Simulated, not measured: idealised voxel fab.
voxel capacitor over wiring: a process module
The cross-section shown here is cut; it is 160 nm wide and divided into square cells measuring 5 nm on a side.
In this document a cross-section is written as a grid of square cells. It is given as a series of bands, listed from the top down, and a band is one or more rows of cells.
It is stipulated that each band's entry specify, in nanometres, the height of the top of the band and then that of its bottom, followed by the materials of the band in left-to-right sequence, each together with its width in nanometres. A single material marked by the word "edge to edge" is understood to fill the band from edge to edge; the word "air" is understood to denote empty space.
Height 0 is the level under which the wafer as received is all one material. The lowest band goes on downwards, as in "from 0 down".
Read "30 to 40" as a graded width: first number on top, second number at the bottom, same change between each pair of neighbouring rows.
For the purposes of this document, the phrase "nothing changed" attached to a step denotes that no cell within the cross-section was modified by that step.
"Closed void list" lists enclosed empty spaces (at least 8 cells, no open path upward to the top), each as width x height at distance from the left edge, in nm.
Formally, on a step line, whatever follows the settings is a remark that the simulator itself makes on the step.
Steps that use a mask can have "overlay nm" on their line. It says how far the mask sat to the right of where it was meant to be. Negative means to the left.
The planned process steps are enumerated hereunder:
step 1: RECEIVE, material Si
step 2: CONFORMAL_DEP, material SiO2, thk nm 10
step 3: DIRECTIONAL_DEP, material TiN, thk nm 5
step 4: DIRECTIONAL_DEP, material Ru, thk nm 20
step 5: DIRECTIONAL_DEP, material aC, thk nm 15
step 6: PATTERN, tone cover, mask id METAL_1, material resist, width nm 25, pitch nm 75, thk nm 35, overlay nm 0
step 7: DIRECTIONAL_ETCH, etch materials aC, depth nm 15
step 8: STRIP, etch materials resist
step 9: DIRECTIONAL_ETCH, etch materials Ru, depth nm 20
step 10: DIRECTIONAL_ETCH, etch materials TiN, depth nm 5
step 11: STRIP, etch materials aC
step 12: FILL_DEP, material lowk, thk nm 5
step 13: CMP, height nm 35
step 14: CONFORMAL_DEP, material SiCN, thk nm 5
step 15: DIRECTIONAL_DEP, material SiO2, thk nm 10
step 16: DIRECTIONAL_DEP, material aC, thk nm 10
step 17: PATTERN, tone open, mask id PLUG_1, material resist, width nm 15, thk nm 30, overlay nm 0
step 18: DIRECTIONAL_ETCH, etch materials aC, depth nm 10
step 19: STRIP, etch materials resist
step 20: DIRECTIONAL_ETCH, etch materials SiO2, depth nm 10
step 21: DIRECTIONAL_ETCH, etch materials SiCN, depth nm 5
step 22: STRIP, etch materials aC
step 23: CONFORMAL_DEP, material TiN, thk nm 5
step 24: FILL_DEP, material Ru, thk nm 5
step 25: CMP, height nm 50
step 26: DIRECTIONAL_DEP, material TiN, thk nm 10
step 27: DIRECTIONAL_DEP, material HfO2, thk nm 5
step 28: DIRECTIONAL_DEP, material TiN, thk nm 10
step 29: MASKED_ETCH, tone cover, mask id UPPER_PLATE, width nm 55, etch materials TiN, depth nm 10, overlay nm 0
step 30: MASKED_ETCH, tone cover, mask id UPPER_PLATE, width nm 55, etch materials HfO2, depth nm 5, overlay nm 0
step 31: PATTERN, tone cover, mask id LOWER_PLATE, material resist, width nm 65, thk nm 20, overlay nm 0
step 32: DIRECTIONAL_ETCH, etch materials TiN, depth nm 10
step 33: STRIP, etch materials resist
step 34: FILL_DEP, material SiO2, thk nm 20
step 35: CMP, height nm 90
step 36: PATTERN, tone open, mask id PLUG_2, material resist, width nm 15, thk nm 20, overlay nm 0
step 37: DIRECTIONAL_ETCH, etch materials SiO2, depth nm 15
step 38: STRIP, etch materials resist
step 39: CONFORMAL_DEP, material TiN, thk nm 5
step 40: FILL_DEP, material W, thk nm 5
step 41: CMP, height nm 90
step 42: CONFORMAL_DEP, material SiN, thk nm 5
First of two wafers - as planned:
Cross-section, incoming material, after step 1:
  from 0 down  Si edge to edge
  Closed void list: none
Upon completion of step 2, the wafer appears in cross-section as shown:
  from 10 to 0  SiO2 edge to edge
  Everything under 0 stays put, no change at all.
Upon completion of step 3, the wafer appears in cross-section as shown:
  from 15 to 10  TiN edge to edge
  Everything under 10 stays put, no change at all.
Upon completion of step 4, the wafer appears in cross-section as shown:
  from 35 to 15  Ru edge to edge
  Everything under 15 stays put, no change at all.
Upon completion of step 5, the wafer appears in cross-section as shown:
  from 50 to 35  aC edge to edge
  Everything under 35 stays put, no change at all.
Upon completion of step 6, the wafer appears in cross-section as shown:
  from 85 to 50  air 30, then resist 25, then air 50, then resist 25, then air 30
  Everything under 50 stays put, no change at all.
Upon completion of step 7, the wafer appears in cross-section as shown:
  from 70 to 50  air 30, then resist 25, then air 50, then resist 25, then air 30
  from 50 to 35  air 30, then aC 25, then air 50, then aC 25, then air 30
  Everything under 35 stays put, no change at all.
Upon completion of step 8, the wafer appears in cross-section as shown:
  from 50 to 35  air 30, then aC 25, then air 50, then aC 25, then air 30
  Everything under 35 stays put, no change at all.
Upon completion of step 9, the wafer appears in cross-section as shown:
  from 50 to 35  air 30, then aC 25, then air 50, then aC 25, then air 30
  from 35 to 15  air 30, then Ru 25, then air 50, then Ru 25, then air 30
  Everything under 15 stays put, no change at all.
Upon completion of step 10, the wafer appears in cross-section as shown:
  from 50 to 35  air 30, then aC 25, then air 50, then aC 25, then air 30
  from 35 to 15  air 30, then Ru 25, then air 50, then Ru 25, then air 30
  from 15 to 10  air 30, then TiN 25, then air 50, then TiN 25, then air 30
  Everything under 10 stays put, no change at all.
Upon completion of step 11, the wafer appears in cross-section as shown:
  from 35 to 15  air 30, then Ru 25, then air 50, then Ru 25, then air 30
  Everything under 15 stays put, no change at all.
Upon completion of step 12, the wafer appears in cross-section as shown:
  from 40 to 35  lowk edge to edge
  from 35 to 15  lowk 30, then Ru 25, then lowk 50, then Ru 25, then lowk 30
  from 15 to 10  lowk 30, then TiN 25, then lowk 50, then TiN 25, then lowk 30
  Everything under 10 stays put, no change at all.
Upon completion of step 13, the wafer appears in cross-section as shown:
  from 35 to 15  lowk 30, then Ru 25, then lowk 50, then Ru 25, then lowk 30
  Everything under 15 stays put, no change at all.
Upon completion of step 14, the wafer appears in cross-section as shown:
  from 40 to 35  SiCN edge to edge
  Everything under 35 stays put, no change at all.
Upon completion of step 15, the wafer appears in cross-section as shown:
  from 50 to 40  SiO2 edge to edge
  Everything under 40 stays put, no change at all.
Upon completion of step 16, the wafer appears in cross-section as shown:
  from 60 to 50  aC edge to edge
  Everything under 50 stays put, no change at all.
Upon completion of step 17, the wafer appears in cross-section as shown:
  from 90 to 60  resist 40, then air 15, then resist 105
  Everything under 60 stays put, no change at all.
Upon completion of step 18, the wafer appears in cross-section as shown:
  from 80 to 60  resist 40, then air 15, then resist 105
  from 60 to 50  aC 40, then air 15, then aC 105
  Everything under 50 stays put, no change at all.
Upon completion of step 19, the wafer appears in cross-section as shown:
  from 60 to 50  aC 40, then air 15, then aC 105
  Everything under 50 stays put, no change at all.
Upon completion of step 20, the wafer appears in cross-section as shown:
  from 60 to 50  aC 40, then air 15, then aC 105
  from 50 to 40  SiO2 40, then air 15, then SiO2 105
  Everything under 40 stays put, no change at all.
Upon completion of step 21, the wafer appears in cross-section as shown:
  from 60 to 50  aC 40, then air 15, then aC 105
  from 50 to 40  SiO2 40, then air 15, then SiO2 105
  from 40 to 35  SiCN 40, then air 15, then SiCN 105
  Everything under 35 stays put, no change at all.
Upon completion of step 22, the wafer appears in cross-section as shown:
  from 50 to 40  SiO2 40, then air 15, then SiO2 105
  Everything under 40 stays put, no change at all.
Upon completion of step 23, the wafer appears in cross-section as shown:
  from 55 to 50  TiN 45, then air 5, then TiN 110
  from 50 to 40  SiO2 40, then TiN 5, then air 5, then TiN 5, then SiO2 105
  from 40 to 35  SiCN 40, then TiN 15, then SiCN 105
  Everything under 35 stays put, no change at all.
Upon completion of step 24, the wafer appears in cross-section as shown:
  from 60 to 55  Ru edge to edge
  from 55 to 50  TiN 45, then Ru 5, then TiN 110
  from 50 to 40  SiO2 40, then TiN 5, then Ru 5, then TiN 5, then SiO2 105
  Everything under 40 stays put, no change at all.
Upon completion of step 25, the wafer appears in cross-section as shown:
  from 50 to 40  SiO2 40, then TiN 5, then Ru 5, then TiN 5, then SiO2 105
  Everything under 40 stays put, no change at all.
Upon completion of step 26, the wafer appears in cross-section as shown:
  from 60 to 50  TiN edge to edge
  Everything under 50 stays put, no change at all.
Upon completion of step 27, the wafer appears in cross-section as shown:
  from 65 to 60  HfO2 edge to edge
  Everything under 60 stays put, no change at all.
Upon completion of step 28, the wafer appears in cross-section as shown:
  from 75 to 65  TiN edge to edge
  Everything under 65 stays put, no change at all.
Upon completion of step 29, the wafer appears in cross-section as shown:
  from 75 to 65  air 40, then TiN 55, then air 65
  Everything under 65 stays put, no change at all.
Upon completion of step 30, the wafer appears in cross-section as shown:
  from 75 to 65  air 40, then TiN 55, then air 65
  from 65 to 60  air 40, then HfO2 55, then air 65
  Everything under 60 stays put, no change at all.
Upon completion of step 31, the wafer appears in cross-section as shown:
  from 95 to 75  air 35, then resist 65, then air 60
  from 75 to 65  air 35, then resist 5, then TiN 55, then resist 5, then air 60
  from 65 to 60  air 35, then resist 5, then HfO2 55, then resist 5, then air 60
  Everything under 60 stays put, no change at all.
Upon completion of step 32, the wafer appears in cross-section as shown:
  from 95 to 75  air 35, then resist 65, then air 60
  from 75 to 65  air 35, then resist 5, then TiN 55, then resist 5, then air 60
  from 65 to 60  air 35, then resist 5, then HfO2 55, then resist 5, then air 60
  from 60 to 50  air 35, then TiN 65, then air 60
  Everything under 50 stays put, no change at all.
Upon completion of step 33, the wafer appears in cross-section as shown:
  from 75 to 65  air 40, then TiN 55, then air 65
  from 65 to 60  air 40, then HfO2 55, then air 65
  Everything under 60 stays put, no change at all.
Upon completion of step 34, the wafer appears in cross-section as shown:
  from 95 to 75  SiO2 edge to edge
  from 75 to 65  SiO2 40, then TiN 55, then SiO2 65
  from 65 to 60  SiO2 40, then HfO2 55, then SiO2 65
  from 60 to 50  SiO2 35, then TiN 65, then SiO2 60
  Everything under 50 stays put, no change at all.
Upon completion of step 35, the wafer appears in cross-section as shown:
  from 90 to 75  SiO2 edge to edge
  Everything under 75 stays put, no change at all.
Upon completion of step 36, the wafer appears in cross-section as shown:
  from 110 to 90  resist 50, then air 15, then resist 95
  Everything under 90 stays put, no change at all.
Upon completion of step 37, the wafer appears in cross-section as shown:
  from 110 to 90  resist 50, then air 15, then resist 95
  from 90 to 75  SiO2 50, then air 15, then SiO2 95
  Everything under 75 stays put, no change at all.
Upon completion of step 38, the wafer appears in cross-section as shown:
  from 90 to 75  SiO2 50, then air 15, then SiO2 95
  Everything under 75 stays put, no change at all.
Upon completion of step 39, the wafer appears in cross-section as shown:
  from 95 to 90  TiN 55, then air 5, then TiN 100
  from 90 to 80  SiO2 50, then TiN 5, then air 5, then TiN 5, then SiO2 95
  from 80 to 75  SiO2 50, then TiN 15, then SiO2 95
  Everything under 75 stays put, no change at all.
Upon completion of step 40, the wafer appears in cross-section as shown:
  from 100 to 95  W edge to edge
  from 95 to 90  TiN 55, then W 5, then TiN 100
  from 90 to 80  SiO2 50, then TiN 5, then W 5, then TiN 5, then SiO2 95
  Everything under 80 stays put, no change at all.
Upon completion of step 41, the wafer appears in cross-section as shown:
  from 90 to 80  SiO2 50, then TiN 5, then W 5, then TiN 5, then SiO2 95
  Everything under 80 stays put, no change at all.
Upon completion of step 42, the wafer appears in cross-section as shown:
  from 95 to 90  SiN edge to edge
  Everything under 90 stays put, no change at all.
Second wafer. Start and plan as for the first. One mistake made in running. Agrees with the first up to and including step 26:
Here is the second wafer in cross-section at the point where step 27 of the plan should have been done: nothing changed
Here is the second wafer in cross-section at the point where step 28 of the plan should have been done:
  from 70 to 50  TiN edge to edge
  Everything under 50 stays put, no change at all.
Here is the second wafer in cross-section at the point where step 29 of the plan should have been done:
  from 70 to 60  air 40, then TiN 55, then air 65
  Everything under 60 stays put, no change at all.
Here is the second wafer in cross-section at the point where step 30 of the plan should have been done: nothing changed
Here is the second wafer in cross-section at the point where step 31 of the plan should have been done:
  from 90 to 70  air 35, then resist 65, then air 60
  from 70 to 60  air 35, then resist 5, then TiN 55, then resist 5, then air 60
  Everything under 60 stays put, no change at all.
Here is the second wafer in cross-section at the point where step 32 of the plan should have been done:
  from 90 to 70  air 35, then resist 65, then air 60
  from 70 to 60  air 35, then resist 5, then TiN 55, then resist 5, then air 60
  from 60 to 50  air 35, then TiN 65, then air 60
  Everything under 50 stays put, no change at all.
Here is the second wafer in cross-section at the point where step 33 of the plan should have been done:
  from 70 to 60  air 40, then TiN 55, then air 65
  Everything under 60 stays put, no change at all.
Here is the second wafer in cross-section at the point where step 34 of the plan should have been done:
  from 90 to 70  SiO2 edge to edge
  from 70 to 60  SiO2 40, then TiN 55, then SiO2 65
  from 60 to 50  SiO2 35, then TiN 65, then SiO2 60
  Everything under 50 stays put, no change at all.
Here is the second wafer in cross-section at the point where step 35 of the plan should have been done: nothing changed
Here is the second wafer in cross-section at the point where step 36 of the plan should have been done:
  from 110 to 90  resist 50, then air 15, then resist 95
  Everything under 90 stays put, no change at all.
Here is the second wafer in cross-section at the point where step 37 of the plan should have been done:
  from 110 to 90  resist 50, then air 15, then resist 95
  from 90 to 75  SiO2 50, then air 15, then SiO2 95
  Everything under 75 stays put, no change at all.
Here is the second wafer in cross-section at the point where step 38 of the plan should have been done:
  from 90 to 75  SiO2 50, then air 15, then SiO2 95
  Everything under 75 stays put, no change at all.
Here is the second wafer in cross-section at the point where step 39 of the plan should have been done:
  from 95 to 90  TiN 55, then air 5, then TiN 100
  from 90 to 80  SiO2 50, then TiN 5, then air 5, then TiN 5, then SiO2 95
  from 80 to 75  SiO2 50, then TiN 15, then SiO2 95
  Everything under 75 stays put, no change at all.
Here is the second wafer in cross-section at the point where step 40 of the plan should have been done:
  from 100 to 95  W edge to edge
  from 95 to 90  TiN 55, then W 5, then TiN 100
  from 90 to 80  SiO2 50, then TiN 5, then W 5, then TiN 5, then SiO2 95
  Everything under 80 stays put, no change at all.
Here is the second wafer in cross-section at the point where step 41 of the plan should have been done:
  from 90 to 80  SiO2 50, then TiN 5, then W 5, then TiN 5, then SiO2 95
  Everything under 80 stays put, no change at all.
Here is the second wafer in cross-section at the point where step 42 of the plan should have been done:
  from 95 to 90  SiN edge to edge
  Everything under 90 stays put, no change at all.
Error vs. plan: it should be noted that step 27 of the plan was omitted and was not performed
The second wafer ends with more or fewer cells of some materials than the first, per final count: HfO2 -11 | SiO2 +11
